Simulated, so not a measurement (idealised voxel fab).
Process module in this document: voxel fin reveal
We display cut, a cross-section 245 nm in width whose square cells are each 5 nm.
Throughout this document, each cross-section is represented as a grid of square cells and is presented as a sequence of bands enumerated from the top downward, where a band comprises one or more rows of cells.
Heads up on the band format: heights come first, top then bottom, in nm. After that it's the materials left to right, each with its width in nm. A single material flagged "throughout" fills the whole band edge to edge, and "blank" means there's empty space there.
Basically, 0 is our baseline, since under it the wafer straight out of the box is all one material. The bottom band has no lower end and keeps on going down, so it looks like "0 down".
The expression "30 to 40" gives the width at the extremes of the band, the first number at its top row of cells and the second at its bottom row, with the width changing by equal amounts from each row to the next in between.
What does "no change occurred" mean for a step? It means no cell of the cross-section changed in that step.
In "Closed internal cavities" the enclosed voids are listed, meaning empty spaces of 8 cells or larger without any opening to the top. The form is width x height at distance, distance from the left edge, units nm.
Read whatever lies past the settings on a step's line as the simulator's own remark about the step.
overlay nm: mask offset rightward from planned place, masked step; negative means leftward offset.
From here on the document is pairs. In a pair, the cross-section before one process step comes with the cross-section after it, and the latter goes no deeper than the lowest band that changed. What lies in between, the step and its settings, is written under the pair. A pair may be from a different run of this module on the same starting wafer than the pair above it, so it continues from that pair only where its entry headed "Incoming structure" says so.

Incoming structure
> 0 down: Si throughout
> Closed internal cavities: none

State After Step
> 10 to 0: SiN throughout
> Beneath the level 0, the cross-section is identical to its previous state.
> Closed internal cavities: none
Between the two cross-sections above, the process step reads op CONFORMAL_DEP | material SiN | thk nm 10

Incoming structure: carried over from the after image of the pair right above.

State After Step
> 25 to 10: blank: 75  resist: 15  blank: 25  resist: 15  blank: 25  resist: 15  blank: 75
> Beneath the level 10, the cross-section is identical to its previous state.
> Closed internal cavities: none
Between the two cross-sections above, the process step reads op PATTERN | tone cover | mask id FINS | material resist | width nm 15 | pitch nm 40 | thk nm 15 | overlay nm 0

Incoming structure: carried over from the after image of the pair right above.

State After Step
> 25 to 10: blank: 75  resist: 15  blank: 25  resist: 15  blank: 25  resist: 15  blank: 75
> 10 to 0: blank: 75  SiN: 15  blank: 25  SiN: 15  blank: 25  SiN: 15  blank: 75
> Beneath the level 0, the cross-section is identical to its previous state.
> Closed internal cavities: none
Between the two cross-sections above, the process step reads op DIRECTIONAL_ETCH | etch materials SiN | depth nm 10

Incoming structure: carried over from the after image of the pair right above.

State After Step
> 25 to 10: blank: 75  resist: 15  blank: 25  resist: 15  blank: 25  resist: 15  blank: 75
> 10 to 0: blank: 75  SiN: 15  blank: 25  SiN: 15  blank: 25  SiN: 15  blank: 75
> 0 to -40: blank: 75  Si: 15  blank: 25  Si: 15  blank: 25  Si: 15  blank: 75
> Beneath the level -40, the cross-section is identical to its previous state.
> Closed internal cavities: none
Between the two cross-sections above, the process step reads op DIRECTIONAL_ETCH | etch materials Si | depth nm 40

Incoming structure: carried over from the after image of the pair right above.

State After Step
> 10 to 0: blank: 75  SiN: 15  blank: 25  SiN: 15  blank: 25  SiN: 15  blank: 75
> Beneath the level 0, the cross-section is identical to its previous state.
> Closed internal cavities: none
Between the two cross-sections above, the process step reads op STRIP | etch materials resist

Incoming structure: carried over from the after image of the pair right above.

State After Step
> 10 to 0: blank: 75  SiN: 15  blank: 25  SiN: 15  blank: 25  SiN: 15  blank: 75
> 0 to -40: blank: 75  SiO2: 5  Si: 5  SiO2: 5  blank: 25  SiO2: 5  Si: 5  SiO2: 5  blank: 25  SiO2: 5  Si: 5  SiO2: 5  blank: 75
> -40 to -45: SiO2: 80  Si: 5  SiO2: 35  Si: 5  SiO2: 35  Si: 5  SiO2: 80
> Beneath the level -45, the cross-section is identical to its previous state.
> Closed internal cavities: none
Between the two cross-sections above, the process step reads op OXIDIZE | depth nm 5

Incoming structure: carried over from the after image of the pair right above.

State After Step
> 20 to 10: SiO2 throughout
> 10 to 0: SiO2: 75  SiN: 15  SiO2: 25  SiN: 15  SiO2: 25  SiN: 15  SiO2: 75
> 0 to -45: SiO2: 80  Si: 5  SiO2: 35  Si: 5  SiO2: 35  Si: 5  SiO2: 80
> Beneath the level -45, the cross-section is identical to its previous state.
> Closed internal cavities: none
Between the two cross-sections above, the process step reads op FILL_DEP | material SiO2 | thk nm 10

Incoming structure: carried over from the after image of the pair right above.

State After Step
> 10 to 0: SiO2: 75  SiN: 15  SiO2: 25  SiN: 15  SiO2: 25  SiN: 15  SiO2: 75
> Beneath the level 0, the cross-section is identical to its previous state.
> Closed internal cavities: none
Between the two cross-sections above, the process step reads op CMP | height nm 10

Incoming structure: carried over from the after image of the pair right above.

State After Step
> 10 to 0: blank: 75  SiN: 15  blank: 25  SiN: 15  blank: 25  SiN: 15  blank: 75
> 0 to -25: blank: 80  Si: 5  blank: 35  Si: 5  blank: 35  Si: 5  blank: 80
> Beneath the level -25, the cross-section is identical to its previous state.
> Closed internal cavities: none
Between the two cross-sections above, the process step reads op SELECTIVE_ETCH | etch materials SiO2 | depth nm 35

Incoming structure: carried over from the after image of the pair right above.

State After Step
> 0 to -25: blank: 80  Si: 5  blank: 35  Si: 5  blank: 35  Si: 5  blank: 80
> Beneath the level -25, the cross-section is identical to its previous state.
> Closed internal cavities: none
Between the two cross-sections above, the process step reads op STRIP | etch materials SiN

Incoming structure: carried over from the after image of the pair right above.

State After Step
> 5 to 0: blank: 75  HfO2: 15  blank: 25  HfO2: 15  blank: 25  HfO2: 15  blank: 75
> 0 to -20: blank: 75  HfO2: 5  Si: 5  HfO2: 5  blank: 25  HfO2: 5  Si: 5  HfO2: 5  blank: 25  HfO2: 5  Si: 5  HfO2: 5  blank: 75
> -20 to -25: HfO2: 80  Si: 5  HfO2: 35  Si: 5  HfO2: 35  Si: 5  HfO2: 80
> Beneath the level -25, the cross-section is identical to its previous state.
> Closed internal cavities: none
Between the two cross-sections above, the process step reads op CONFORMAL_DEP | material HfO2 | thk nm 5

Incoming structure
> 10 to 0: blank: 75  SiN: 15  blank: 25  SiN: 15  blank: 25  SiN: 15  blank: 75
> 0 to -25: blank: 80  Si: 5  blank: 35  Si: 5  blank: 35  Si: 5  blank: 80
> -25 to -45: SiO2: 80  Si: 5  SiO2: 35  Si: 5  SiO2: 35  Si: 5  SiO2: 80
> -45 down: Si throughout
> Closed internal cavities: none

State After Step
> 10 to 0: blank: 75  SiN: 15  blank: 25  SiN: 15  blank: 25  SiN: 15  blank: 75
> 0 to -45: blank: 80  Si: 5  blank: 35  Si: 5  blank: 35  Si: 5  blank: 80
> Beneath the level -45, the cross-section is identical to its previous state.
> Closed internal cavities: none
Between the two cross-sections above, the process step reads op SELECTIVE_ETCH | etch materials SiO2 | depth nm 35

Incoming structure: carried over from the after image of the pair right above.

State After Step
> 0 to -45: blank: 80  Si: 5  blank: 35  Si: 5  blank: 35  Si: 5  blank: 80
> Beneath the level -45, the cross-section is identical to its previous state.
> Closed internal cavities: none
Between the two cross-sections above, the process step reads op STRIP | etch materials SiN

Incoming structure: carried over from the after image of the pair right above.

State After Step
> 5 to 0: blank: 75  HfO2: 15  blank: 25  HfO2: 15  blank: 25  HfO2: 15  blank: 75
> 0 to -40: blank: 75  HfO2: 5  Si: 5  HfO2: 5  blank: 25  HfO2: 5  Si: 5  HfO2: 5  blank: 25  HfO2: 5  Si: 5  HfO2: 5  blank: 75
> -40 to -45: HfO2: 80  Si: 5  HfO2: 35  Si: 5  HfO2: 35  Si: 5  HfO2: 80
> Beneath the level -45, the cross-section is identical to its previous state.
> Closed internal cavities: none
Between the two cross-sections above, the process step reads op CONFORMAL_DEP | material HfO2 | thk nm 5

Incoming structure
> 10 to 0: SiO2: 75  SiN: 15  SiO2: 25  SiN: 15  SiO2: 25  SiN: 15  SiO2: 75
> 0 to -45: SiO2: 80  Si: 5  SiO2: 35  Si: 5  SiO2: 35  Si: 5  SiO2: 80
> -45 down: Si throughout
> Closed internal cavities: none

State After Step
> 10 to 0: SiO2: 75  blank: 15  SiO2: 25  blank: 15  SiO2: 25  blank: 15  SiO2: 75
> Beneath the level 0, the cross-section is identical to its previous state.
> Closed internal cavities: none
Between the two cross-sections above, the process step reads op STRIP | etch materials SiN

Incoming structure: carried over from the after image of the pair right above.

State After Step
> 0 to -25: blank: 80  Si: 5  blank: 35  Si: 5  blank: 35  Si: 5  blank: 80
> -25 to -35: SiO2: 40  blank: 40  Si: 5  blank: 35  Si: 5  blank: 35  Si: 5  blank: 40  SiO2: 40
> Beneath the level -35, the cross-section is identical to its previous state.
> Closed internal cavities: none
Between the two cross-sections above, the process step reads op SELECTIVE_ETCH | etch materials SiO2 | depth nm 35

Incoming structure: carried over from the after image of the pair right above.

State After Step
> 5 to 0: blank: 75  HfO2: 15  blank: 25  HfO2: 15  blank: 25  HfO2: 15  blank: 75
> 0 to -20: blank: 75  HfO2: 5  Si: 5  HfO2: 5  blank: 25  HfO2: 5  Si: 5  HfO2: 5  blank: 25  HfO2: 5  Si: 5  HfO2: 5  blank: 75
> -20 to -25: HfO2: 45  blank: 30  HfO2: 5  Si: 5  HfO2: 5  blank: 25  HfO2: 5  Si: 5  HfO2: 5  blank: 25  HfO2: 5  Si: 5  HfO2: 5  blank: 30  HfO2: 45
> -25 to -30: SiO2: 40  HfO2: 5  blank: 30  HfO2: 5  Si: 5  HfO2: 5  blank: 25  HfO2: 5  Si: 5  HfO2: 5  blank: 25  HfO2: 5  Si: 5  HfO2: 5  blank: 30  HfO2: 5  SiO2: 40
> -30 to -35: SiO2: 40  HfO2: 40  Si: 5  HfO2: 35  Si: 5  HfO2: 35  Si: 5  HfO2: 40  SiO2: 40
> Beneath the level -35, the cross-section is identical to its previous state.
> Closed internal cavities: none
Between the two cross-sections above, the process step reads op CONFORMAL_DEP | material HfO2 | thk nm 5

Incoming structure
> 0 to -25: blank: 80  Si: 5  blank: 35  Si: 5  blank: 35  Si: 5  blank: 80
> -25 to -45: SiO2: 80  Si: 5  SiO2: 35  Si: 5  SiO2: 35  Si: 5  SiO2: 80
> -45 down: Si throughout
> Closed internal cavities: none

State After Step
> 15 to 0: blank: 65  HfO2: 35  blank: 5  HfO2: 35  blank: 5  HfO2: 35  blank: 65
> 0 to -10: blank: 65  HfO2: 15  Si: 5  HfO2: 15  blank: 5  HfO2: 15  Si: 5  HfO2: 15  blank: 5  HfO2: 15  Si: 5  HfO2: 15  blank: 65
> -10 to -25: HfO2: 80  Si: 5  HfO2: 35  Si: 5  HfO2: 35  Si: 5  HfO2: 80
> Beneath the level -25, the cross-section is identical to its previous state.
> Closed internal cavities: none
Between the two cross-sections above, the process step reads op CONFORMAL_DEP | material HfO2 | thk nm 15

Incoming structure
> 10 to 0: SiN throughout
> 0 down: Si throughout
> Closed internal cavities: none

State After Step
> 25 to 10: blank: 75  resist: 20  blank: 20  resist: 20  blank: 20  resist: 20  blank: 70
> Beneath the level 10, the cross-section is identical to its previous state.
> Closed internal cavities: none
Between the two cross-sections above, the process step reads op PATTERN | tone cover | mask id FINS | material resist | width nm 20 | pitch nm 40 | thk nm 15 | overlay nm 0

Incoming structure: carried over from the after image of the pair right above.

State After Step
> 25 to 10: blank: 75  resist: 20  blank: 20  resist: 20  blank: 20  resist: 20  blank: 70
> 10 to 0: blank: 75  SiN: 20  blank: 20  SiN: 20  blank: 20  SiN: 20  blank: 70
> Beneath the level 0, the cross-section is identical to its previous state.
> Closed internal cavities: none
Between the two cross-sections above, the process step reads op DIRECTIONAL_ETCH | etch materials SiN | depth nm 10

Incoming structure: carried over from the after image of the pair right above.

State After Step
> 25 to 10: blank: 75  resist: 20  blank: 20  resist: 20  blank: 20  resist: 20  blank: 70
> 10 to 0: blank: 75  SiN: 20  blank: 20  SiN: 20  blank: 20  SiN: 20  blank: 70
> 0 to -40: blank: 75  Si: 20  blank: 20  Si: 20  blank: 20  Si: 20  blank: 70
> Beneath the level -40, the cross-section is identical to its previous state.
> Closed internal cavities: none
Between the two cross-sections above, the process step reads op DIRECTIONAL_ETCH | etch materials Si | depth nm 40

Incoming structure: carried over from the after image of the pair right above.

State After Step
> 10 to 0: blank: 75  SiN: 20  blank: 20  SiN: 20  blank: 20  SiN: 20  blank: 70
> Beneath the level 0, the cross-section is identical to its previous state.
> Closed internal cavities: none
Between the two cross-sections above, the process step reads op STRIP | etch materials resist

Incoming structure: carried over from the after image of the pair right above.

State After Step
> 10 to 0: blank: 75  SiN: 20  blank: 20  SiN: 20  blank: 20  SiN: 20  blank: 70
> 0 to -40: blank: 75  SiO2: 5  Si: 10  SiO2: 5  blank: 20  SiO2: 5  Si: 10  SiO2: 5  blank: 20  SiO2: 5  Si: 10  SiO2: 5  blank: 70
> -40 to -45: SiO2: 80  Si: 10  SiO2: 30  Si: 10  SiO2: 30  Si: 10  SiO2: 75
> Beneath the level -45, the cross-section is identical to its previous state.
> Closed internal cavities: none
Between the two cross-sections above, the process step reads op OXIDIZE | depth nm 5

Incoming structure: carried over from the after image of the pair right above.

State After Step
> 20 to 10: SiO2 throughout
> 10 to 0: SiO2: 75  SiN: 20  SiO2: 20  SiN: 20  SiO2: 20  SiN: 20  SiO2: 70
> 0 to -45: SiO2: 80  Si: 10  SiO2: 30  Si: 10  SiO2: 30  Si: 10  SiO2: 75
> Beneath the level -45, the cross-section is identical to its previous state.
> Closed internal cavities: none
Between the two cross-sections above, the process step reads op FILL_DEP | material SiO2 | thk nm 10

Incoming structure: carried over from the after image of the pair right above.

State After Step
> 10 to 0: SiO2: 75  SiN: 20  SiO2: 20  SiN: 20  SiO2: 20  SiN: 20  SiO2: 70
> Beneath the level 0, the cross-section is identical to its previous state.
> Closed internal cavities: none
Between the two cross-sections above, the process step reads op CMP | height nm 10

Incoming structure: carried over from the after image of the pair right above.

State After Step
> 10 to 0: blank: 75  SiN: 20  blank: 20  SiN: 20  blank: 20  SiN: 20  blank: 70
> 0 to -25: blank: 80  Si: 10  blank: 30  Si: 10  blank: 30  Si: 10  blank: 75
> Beneath the level -25, the cross-section is identical to its previous state.
> Closed internal cavities: none
Between the two cross-sections above, the process step reads op SELECTIVE_ETCH | etch materials SiO2 | depth nm 35

Incoming structure: carried over from the after image of the pair right above.

State After Step
> 0 to -25: blank: 80  Si: 10  blank: 30  Si: 10  blank: 30  Si: 10  blank: 75
> Beneath the level -25, the cross-section is identical to its previous state.
> Closed internal cavities: none
Between the two cross-sections above, the process step reads op STRIP | etch materials SiN

Incoming structure: carried over from the after image of the pair right above.

State After Step
> 5 to 0: blank: 75  HfO2: 20  blank: 20  HfO2: 20  blank: 20  HfO2: 20  blank: 70
> 0 to -20: blank: 75  HfO2: 5  Si: 10  HfO2: 5  blank: 20  HfO2: 5  Si: 10  HfO2: 5  blank: 20  HfO2: 5  Si: 10  HfO2: 5  blank: 70
> -20 to -25: HfO2: 80  Si: 10  HfO2: 30  Si: 10  HfO2: 30  Si: 10  HfO2: 75
> Beneath the level -25, the cross-section is identical to its previous state.
> Closed internal cavities: none
Between the two cross-sections above, the process step reads op CONFORMAL_DEP | material HfO2 | thk nm 5

Incoming structure
> 10 to 0: SiN throughout
> 0 down: Si throughout
> Closed internal cavities: none

State After Step
> 25 to 10: blank: 85  resist: 15  blank: 25  resist: 15  blank: 25  resist: 15  blank: 65
> Beneath the level 10, the cross-section is identical to its previous state.
> Closed internal cavities: none
Between the two cross-sections above, the process step reads op PATTERN | tone cover | mask id FINS | material resist | width nm 15 | pitch nm 40 | thk nm 15 | overlay nm 10

Incoming structure: carried over from the after image of the pair right above.

State After Step
> 25 to 10: blank: 85  resist: 15  blank: 25  resist: 15  blank: 25  resist: 15  blank: 65
> 10 to 0: blank: 85  SiN: 15  blank: 25  SiN: 15  blank: 25  SiN: 15  blank: 65
> Beneath the level 0, the cross-section is identical to its previous state.
> Closed internal cavities: none
Between the two cross-sections above, the process step reads op DIRECTIONAL_ETCH | etch materials SiN | depth nm 10

Incoming structure: carried over from the after image of the pair right above.

State After Step
> 25 to 10: blank: 85  resist: 15  blank: 25  resist: 15  blank: 25  resist: 15  blank: 65
> 10 to 0: blank: 85  SiN: 15  blank: 25  SiN: 15  blank: 25  SiN: 15  blank: 65
> 0 to -40: blank: 85  Si: 15  blank: 25  Si: 15  blank: 25  Si: 15  blank: 65
> Beneath the level -40, the cross-section is identical to its previous state.
> Closed internal cavities: none
Between the two cross-sections above, the process step reads op DIRECTIONAL_ETCH | etch materials Si | depth nm 40

Incoming structure: carried over from the after image of the pair right above.

State After Step
> 10 to 0: blank: 85  SiN: 15  blank: 25  SiN: 15  blank: 25  SiN: 15  blank: 65
> Beneath the level 0, the cross-section is identical to its previous state.
> Closed internal cavities: none
Between the two cross-sections above, the process step reads op STRIP | etch materials resist

Incoming structure: carried over from the after image of the pair right above.

State After Step
> 10 to 0: blank: 85  SiN: 15  blank: 25  SiN: 15  blank: 25  SiN: 15  blank: 65
> 0 to -40: blank: 85  SiO2: 5  Si: 5  SiO2: 5  blank: 25  SiO2: 5  Si: 5  SiO2: 5  blank: 25  SiO2: 5  Si: 5  SiO2: 5  blank: 65
> -40 to -45: SiO2: 90  Si: 5  SiO2: 35  Si: 5  SiO2: 35  Si: 5  SiO2: 70
> Beneath the level -45, the cross-section is identical to its previous state.
> Closed internal cavities: none
Between the two cross-sections above, the process step reads op OXIDIZE | depth nm 5

Incoming structure: carried over from the after image of the pair right above.

State After Step
> 20 to 10: SiO2 throughout
> 10 to 0: SiO2: 85  SiN: 15  SiO2: 25  SiN: 15  SiO2: 25  SiN: 15  SiO2: 65
> 0 to -45: SiO2: 90  Si: 5  SiO2: 35  Si: 5  SiO2: 35  Si: 5  SiO2: 70
> Beneath the level -45, the cross-section is identical to its previous state.
> Closed internal cavities: none
Between the two cross-sections above, the process step reads op FILL_DEP | material SiO2 | thk nm 10

Incoming structure: carried over from the after image of the pair right above.

State After Step
> 10 to 0: SiO2: 85  SiN: 15  SiO2: 25  SiN: 15  SiO2: 25  SiN: 15  SiO2: 65
> Beneath the level 0, the cross-section is identical to its previous state.
> Closed internal cavities: none
Between the two cross-sections above, the process step reads op CMP | height nm 10

Incoming structure: carried over from the after image of the pair right above.

State After Step
> 10 to 0: blank: 85  SiN: 15  blank: 25  SiN: 15  blank: 25  SiN: 15  blank: 65
> 0 to -25: blank: 90  Si: 5  blank: 35  Si: 5  blank: 35  Si: 5  blank: 70
> Beneath the level -25, the cross-section is identical to its previous state.
> Closed internal cavities: none
Between the two cross-sections above, the process step reads op SELECTIVE_ETCH | etch materials SiO2 | depth nm 35

Incoming structure: carried over from the after image of the pair right above.

State After Step
> 0 to -25: blank: 90  Si: 5  blank: 35  Si: 5  blank: 35  Si: 5  blank: 70
> Beneath the level -25, the cross-section is identical to its previous state.
> Closed internal cavities: none
Between the two cross-sections above, the process step reads op STRIP | etch materials SiN

Incoming structure: carried over from the after image of the pair right above.

State After Step
> 5 to 0: blank: 85  HfO2: 15  blank: 25  HfO2: 15  blank: 25  HfO2: 15  blank: 65
> 0 to -20: blank: 85  HfO2: 5  Si: 5  HfO2: 5  blank: 25  HfO2: 5  Si: 5  HfO2: 5  blank: 25  HfO2: 5  Si: 5  HfO2: 5  blank: 65
> -20 to -25: HfO2: 90  Si: 5  HfO2: 35  Si: 5  HfO2: 35  Si: 5  HfO2: 70
> Beneath the level -25, the cross-section is identical to its previous state.
> Closed internal cavities: none
Between the two cross-sections above, the process step reads op CONFORMAL_DEP | material HfO2 | thk nm 5

Incoming structure
> 0 to -25: blank: 80  Si: 5  blank: 35  Si: 5  blank: 35  Si: 5  blank: 80
> -25 to -45: SiO2: 80  Si: 5  SiO2: 35  Si: 5  SiO2: 35  Si: 5  SiO2: 80
> -45 down: Si throughout
> Closed internal cavities: none

State After Step
> 5 to 0: blank: 75  SiN: 15  blank: 25  SiN: 15  blank: 25  SiN: 15  blank: 75
> 0 to -20: blank: 75  SiN: 5  Si: 5  SiN: 5  blank: 25  SiN: 5  Si: 5  SiN: 5  blank: 25  SiN: 5  Si: 5  SiN: 5  blank: 75
> -20 to -25: SiN: 80  Si: 5  SiN: 35  Si: 5  SiN: 35  Si: 5  SiN: 80
> Beneath the level -25, the cross-section is identical to its previous state.
> Closed internal cavities: none
Between the two cross-sections above, the process step reads op CONFORMAL_DEP | material SiN | thk nm 5

Incoming structure
> 10 to 0: SiN throughout
> 0 down: Si throughout
> Closed internal cavities: none

State After Step
> 25 to 10: resist: 75  blank: 15  resist: 25  blank: 15  resist: 25  blank: 15  resist: 75
> Beneath the level 10, the cross-section is identical to its previous state.
> Closed internal cavities: none
Between the two cross-sections above, the process step reads op PATTERN | tone open | mask id FINS | material resist | width nm 15 | pitch nm 40 | thk nm 15 | overlay nm 0

Incoming structure: carried over from the after image of the pair right above.

State After Step
> 25 to 10: resist: 75  blank: 15  resist: 25  blank: 15  resist: 25  blank: 15  resist: 75
> 10 to 0: SiN: 75  blank: 15  SiN: 25  blank: 15  SiN: 25  blank: 15  SiN: 75
> Beneath the level 0, the cross-section is identical to its previous state.
> Closed internal cavities: none
Between the two cross-sections above, the process step reads op DIRECTIONAL_ETCH | etch materials SiN | depth nm 10

Incoming structure: carried over from the after image of the pair right above.

State After Step
> 25 to 10: resist: 75  blank: 15  resist: 25  blank: 15  resist: 25  blank: 15  resist: 75
> 10 to 0: SiN: 75  blank: 15  SiN: 25  blank: 15  SiN: 25  blank: 15  SiN: 75
> 0 to -40: Si: 75  blank: 15  Si: 25  blank: 15  Si: 25  blank: 15  Si: 75
> Beneath the level -40, the cross-section is identical to its previous state.
> Closed internal cavities: none
Between the two cross-sections above, the process step reads op DIRECTIONAL_ETCH | etch materials Si | depth nm 40

Incoming structure: carried over from the after image of the pair right above.

State After Step
> 10 to 0: SiN: 75  blank: 15  SiN: 25  blank: 15  SiN: 25  blank: 15  SiN: 75
> Beneath the level 0, the cross-section is identical to its previous state.
> Closed internal cavities: none
Between the two cross-sections above, the process step reads op STRIP | etch materials resist

Incoming structure: carried over from the after image of the pair right above.

State After Step
> 10 to 0: SiN: 75  blank: 15  SiN: 25  blank: 15  SiN: 25  blank: 15  SiN: 75
> 0 to -40: Si: 70  SiO2: 5  blank: 15  SiO2: 5  Si: 15  SiO2: 5  blank: 15  SiO2: 5  Si: 15  SiO2: 5  blank: 15  SiO2: 5  Si: 70
> -40 to -45: Si: 70  SiO2: 25  Si: 15  SiO2: 25  Si: 15  SiO2: 25  Si: 70
> Beneath the level -45, the cross-section is identical to its previous state.
> Closed internal cavities: none
Between the two cross-sections above, the process step reads op OXIDIZE | depth nm 5

Incoming structure: carried over from the after image of the pair right above.

State After Step
> 20 to 10: SiO2 throughout
> 10 to 0: SiN: 75  SiO2: 15  SiN: 25  SiO2: 15  SiN: 25  SiO2: 15  SiN: 75
> 0 to -45: Si: 70  SiO2: 25  Si: 15  SiO2: 25  Si: 15  SiO2: 25  Si: 70
> Beneath the level -45, the cross-section is identical to its previous state.
> Closed internal cavities: none
Between the two cross-sections above, the process step reads op FILL_DEP | material SiO2 | thk nm 10

Incoming structure: carried over from the after image of the pair right above.

State After Step
> 10 to 0: SiN: 75  SiO2: 15  SiN: 25  SiO2: 15  SiN: 25  SiO2: 15  SiN: 75
> Beneath the level 0, the cross-section is identical to its previous state.
> Closed internal cavities: none
Between the two cross-sections above, the process step reads op CMP | height nm 10

Incoming structure: carried over from the after image of the pair right above.

State After Step
> 10 to 0: SiN: 75  blank: 15  SiN: 25  blank: 15  SiN: 25  blank: 15  SiN: 75
> 0 to -25: Si: 70  blank: 25  Si: 15  blank: 25  Si: 15  blank: 25  Si: 70
> Beneath the level -25, the cross-section is identical to its previous state.
> Closed internal cavities: none
Between the two cross-sections above, the process step reads op SELECTIVE_ETCH | etch materials SiO2 | depth nm 35

Incoming structure: carried over from the after image of the pair right above.

State After Step
> 0 to -25: Si: 70  blank: 25  Si: 15  blank: 25  Si: 15  blank: 25  Si: 70
> Beneath the level -25, the cross-section is identical to its previous state.
> Closed internal cavities: none
Between the two cross-sections above, the process step reads op STRIP | etch materials SiN

Incoming structure: carried over from the after image of the pair right above.

State After Step
> 5 to 0: HfO2: 75  blank: 15  HfO2: 25  blank: 15  HfO2: 25  blank: 15  HfO2: 75
> 0 to -20: Si: 70  HfO2: 5  blank: 15  HfO2: 5  Si: 15  HfO2: 5  blank: 15  HfO2: 5  Si: 15  HfO2: 5  blank: 15  HfO2: 5  Si: 70
> -20 to -25: Si: 70  HfO2: 25  Si: 15  HfO2: 25  Si: 15  HfO2: 25  Si: 70
> Beneath the level -25, the cross-section is identical to its previous state.
> Closed internal cavities: none
Between the two cross-sections above, the process step reads op CONFORMAL_DEP | material HfO2 | thk nm 5
